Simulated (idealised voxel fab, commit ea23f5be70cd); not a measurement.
process module | voxel self aligned contacts
cross-section cut | 185 nm wide | cells 5 nm
A cross-section is a grid of square cells, given in bands from the top down. A band is one or more rows of cells.
Each band's line starts with the height of the band's top and of its bottom, in nm. Then come its materials from left to right, each with its width in nm. One material with "throughout" fills the band from edge to edge. "air" is empty space.
Height 0 is the level under which the wafer as received is all one material. The lowest band goes on downwards, as in "0 down".
A width such as "30 to 40" changes by the same amount from each row of cells to the next, from the band's top row to its bottom row.
"no change" after a step means that no cell of the cross-section changed.
closed voids: empty space of 8 cells or more with no open way to the top, each as width x height at its distance from the left edge, in nm
after a step's settings: what the simulator itself notes on the step
overlay nm, on a step with a mask: how far to the right of its planned place the mask lay; to the left if negative
plan
1 op RECEIVE | material Si
2 op CONFORMAL_DEP | material SiO2 | thk nm 5
3 op DIRECTIONAL_DEP | material polySi | thk nm 20
4 op DIRECTIONAL_DEP | material SiN | thk nm 15
5 op DIRECTIONAL_DEP | material aC | thk nm 10
6 op PATTERN | tone cover | mask id GATE | material resist | width nm 30 | pitch nm 65 | thk nm 30 | overlay nm 0
7 op DIRECTIONAL_ETCH | etch materials aC | depth nm 10
8 op STRIP | etch materials resist
9 op DIRECTIONAL_ETCH | etch materials SiN | depth nm 15
10 op DIRECTIONAL_ETCH | etch materials polySi | depth nm 20
11 op STRIP | etch materials aC
12 op CONFORMAL_DEP | material SiN | thk nm 5
13 op DIRECTIONAL_ETCH | etch materials SiN | depth nm 5
14 op FILL_DEP | material SiO2 | thk nm 15
15 op CMP | height nm 45
16 op DIRECTIONAL_DEP | material aC | thk nm 15
17 op PATTERN | tone open | mask id CONTACT | material resist | width nm 45 | thk nm 30 | overlay nm 0
18 op DIRECTIONAL_ETCH | etch materials aC | depth nm 15
19 op STRIP | etch materials resist
20 op DIRECTIONAL_ETCH | etch materials SiO2 | depth nm 45
21 op STRIP | etch materials aC
22 op CONFORMAL_DEP | material TiN | thk nm 5
23 op FILL_DEP | material W | thk nm 10
24 op CMP | height nm 45
25 op CONFORMAL_DEP | material SiCN | thk nm 5
first wafer, as planned
as received, after step 1
  0 down: Si throughout
  closed voids: none
after step 2
  5 to 0: SiO2 throughout
  below 0: unchanged
after step 3
  25 to 5: polySi throughout
  below 5: unchanged
after step 4
  40 to 25: SiN throughout
  below 25: unchanged
after step 5
  50 to 40: aC throughout
  below 40: unchanged
after step 6
  80 to 50: air 45 | resist 30 | air 35 | resist 30 | air 45
  below 50: unchanged
after step 7
  70 to 50: air 45 | resist 30 | air 35 | resist 30 | air 45
  50 to 40: air 45 | aC 30 | air 35 | aC 30 | air 45
  below 40: unchanged
after step 8
  50 to 40: air 45 | aC 30 | air 35 | aC 30 | air 45
  below 40: unchanged
after step 9
  50 to 40: air 45 | aC 30 | air 35 | aC 30 | air 45
  40 to 25: air 45 | SiN 30 | air 35 | SiN 30 | air 45
  below 25: unchanged
after step 10
  50 to 40: air 45 | aC 30 | air 35 | aC 30 | air 45
  40 to 25: air 45 | SiN 30 | air 35 | SiN 30 | air 45
  25 to 5: air 45 | polySi 30 | air 35 | polySi 30 | air 45
  below 5: unchanged
after step 11
  40 to 25: air 45 | SiN 30 | air 35 | SiN 30 | air 45
  below 25: unchanged
after step 12
  45 to 25: air 40 | SiN 40 | air 25 | SiN 40 | air 40
  25 to 10: air 40 | SiN 5 | polySi 30 | SiN 5 | air 25 | SiN 5 | polySi 30 | SiN 5 | air 40
  10 to 5: SiN 45 | polySi 30 | SiN 35 | polySi 30 | SiN 45
  below 5: unchanged
after step 13
  40 to 25: air 40 | SiN 40 | air 25 | SiN 40 | air 40
  25 to 5: air 40 | SiN 5 | polySi 30 | SiN 5 | air 25 | SiN 5 | polySi 30 | SiN 5 | air 40
  below 5: unchanged
after step 14
  55 to 40: SiO2 throughout
  40 to 25: SiO2 40 | SiN 40 | SiO2 25 | SiN 40 | SiO2 40
  25 to 5: SiO2 40 | SiN 5 | polySi 30 | SiN 5 | SiO2 25 | SiN 5 | polySi 30 | SiN 5 | SiO2 40
  below 5: unchanged
after step 15
  45 to 40: SiO2 throughout
  below 40: unchanged
after step 16
  60 to 45: aC throughout
  below 45: unchanged
after step 17
  90 to 60: resist 70 | air 45 | resist 70
  below 60: unchanged
after step 18
  75 to 60: resist 70 | air 45 | resist 70
  60 to 45: aC 70 | air 45 | aC 70
  below 45: unchanged
after step 19
  60 to 45: aC 70 | air 45 | aC 70
  below 45: unchanged
after step 20
  60 to 45: aC 70 | air 45 | aC 70
  45 to 40: SiO2 70 | air 45 | SiO2 70
  40 to 25: SiO2 40 | SiN 40 | air 25 | SiN 40 | SiO2 40
  25 to 5: SiO2 40 | SiN 5 | polySi 30 | SiN 5 | air 25 | SiN 5 | polySi 30 | SiN 5 | SiO2 40
  5 to 0: SiO2 80 | air 25 | SiO2 80
  below 0: unchanged
after step 21
  45 to 40: SiO2 70 | air 45 | SiO2 70
  below 40: unchanged
after step 22
  50 to 45: TiN 75 | air 35 | TiN 75
  45 to 40: SiO2 70 | TiN 15 | air 15 | TiN 15 | SiO2 70
  40 to 25: SiO2 40 | SiN 40 | TiN 5 | air 15 | TiN 5 | SiN 40 | SiO2 40
  25 to 5: SiO2 40 | SiN 5 | polySi 30 | SiN 5 | TiN 5 | air 15 | TiN 5 | SiN 5 | polySi 30 | SiN 5 | SiO2 40
  5 to 0: SiO2 80 | TiN 25 | SiO2 80
  below 0: unchanged
after step 23
  60 to 50: W throughout
  50 to 45: TiN 75 | W 35 | TiN 75
  45 to 40: SiO2 70 | TiN 15 | W 15 | TiN 15 | SiO2 70
  40 to 25: SiO2 40 | SiN 40 | TiN 5 | W 15 | TiN 5 | SiN 40 | SiO2 40
  25 to 5: SiO2 40 | SiN 5 | polySi 30 | SiN 5 | TiN 5 | W 15 | TiN 5 | SiN 5 | polySi 30 | SiN 5 | SiO2 40
  below 5: unchanged
after step 24
  45 to 40: SiO2 70 | TiN 15 | W 15 | TiN 15 | SiO2 70
  below 40: unchanged
after step 25
  50 to 45: SiCN throughout
  below 45: unchanged
second wafer: like start, like plan, one mistake. Through step 14 it matches the first wafer
when step 15 should have ended
  35 to 25: SiO2 40 | SiN 40 | SiO2 25 | SiN 40 | SiO2 40
  below 25: unchanged
when step 16 should have ended
  50 to 35: aC throughout
  below 35: unchanged
when step 17 should have ended
  80 to 50: resist 70 | air 45 | resist 70
  below 50: unchanged
when step 18 should have ended
  65 to 50: resist 70 | air 45 | resist 70
  50 to 35: aC 70 | air 45 | aC 70
  below 35: unchanged
when step 19 should have ended
  50 to 35: aC 70 | air 45 | aC 70
  below 35: unchanged
when step 20 should have ended
  50 to 35: aC 70 | air 45 | aC 70
  35 to 25: SiO2 40 | SiN 40 | air 25 | SiN 40 | SiO2 40
  25 to 5: SiO2 40 | SiN 5 | polySi 30 | SiN 5 | air 25 | SiN 5 | polySi 30 | SiN 5 | SiO2 40
  5 to 0: SiO2 80 | air 25 | SiO2 80
  below 0: unchanged
when step 21 should have ended
  35 to 25: SiO2 40 | SiN 40 | air 25 | SiN 40 | SiO2 40
  below 25: unchanged
when step 22 should have ended
  40 to 35: TiN 85 | air 15 | TiN 85
  35 to 25: SiO2 40 | SiN 40 | TiN 5 | air 15 | TiN 5 | SiN 40 | SiO2 40
  25 to 5: SiO2 40 | SiN 5 | polySi 30 | SiN 5 | TiN 5 | air 15 | TiN 5 | SiN 5 | polySi 30 | SiN 5 | SiO2 40
  5 to 0: SiO2 80 | TiN 25 | SiO2 80
  below 0: unchanged
when step 23 should have ended
  50 to 40: W throughout
  40 to 35: TiN 85 | W 15 | TiN 85
  35 to 25: SiO2 40 | SiN 40 | TiN 5 | W 15 | TiN 5 | SiN 40 | SiO2 40
  25 to 5: SiO2 40 | SiN 5 | polySi 30 | SiN 5 | TiN 5 | W 15 | TiN 5 | SiN 5 | polySi 30 | SiN 5 | SiO2 40
  below 5: unchanged
when step 24 should have ended
  45 to 40: W throughout
  below 40: unchanged
when step 25 should have ended
  50 to 45: SiCN throughout
  below 45: unchanged
what went wrong: step 15 ran as: op CMP | height nm 35
at the end the second wafer has, in cells: 16 fewer of SiN | 44 fewer of SiO2 | 26 more of TiN | 34 more of W
